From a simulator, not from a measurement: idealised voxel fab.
process module | voxel released beams
cross-section cut | 200 nm wide | cells 5 nm
A cross-section is a grid of square cells, given in bands from the top down. A band is one or more rows of cells.
Each band's line starts with the height of the band's top and of its bottom, in nm. Then come its materials from left to right, each with its width in nm. One material with "throughout" fills the band from edge to edge. "air" is empty space.
Height 0 is the level under which the wafer as received is all one material. The lowest band goes on downwards, as in "0 down".
A width such as "30 to 40" changes by the same amount from each row of cells to the next, from the band's top row to its bottom row.
"no change" after a step means that no cell of the cross-section changed.
closed voids: empty space of 8 cells or more with no open way to the top, each as width x height at its distance from the left edge, in nm
after a step's settings: what the simulator itself notes on the step
overlay nm, on a step with a mask: how far to the right of its planned place the mask lay; to the left if negative
plan
1 op RECEIVE | material Si
2 op CONFORMAL_DEP | material SiN | thk nm 5
3 op DIRECTIONAL_DEP | material SiO2 | thk nm 20
4 op MASKED_ETCH | tone open | mask id ANCHOR | width nm 35 | etch materials SiO2 | depth nm 20 | overlay nm 0
5 op CONFORMAL_DEP | material TiN | thk nm 15
6 op DIRECTIONAL_DEP | material aC | thk nm 15
7 op PATTERN | tone cover | mask id BEAM | material resist | width nm 90 | thk nm 30 | overlay nm 0
8 op DIRECTIONAL_ETCH | etch materials aC | depth nm 15
9 op STRIP | etch materials resist
10 op DIRECTIONAL_ETCH | etch materials TiN | depth nm 15
11 op STRIP | etch materials aC
12 op STRIP | etch materials SiO2
as received, after step 1
  0 down: Si throughout
  closed voids: none
first wafer at the end, as planned
  40 to 25: air 50 | TiN 20 | air 5 | TiN 65 | air 60
  25 to 20: air 55 | TiN 15 | air 5 | TiN 15 | air 110
  20 to 5: air 55 | TiN 35 | air 110
  5 to 0: SiN throughout
  0 down: Si throughout
  closed voids: none
second wafer at the end: like start, like plan, one mistake
  40 to 25: air 40 | TiN 30 | air 5 | TiN 55 | air 70
  25 to 20: air 55 | TiN 15 | air 5 | TiN 15 | air 110
  20 to 5: air 55 | TiN 35 | air 110
  5 to 0: SiN throughout
  0 down: Si throughout
  closed voids: none
what went wrong: step 7 ran as: op PATTERN | tone cover | mask id BEAM | material resist | width nm 90 | thk nm 30 | overlay nm -10
at the end the second wafer has, in cells: as many of each material as the first, in other places
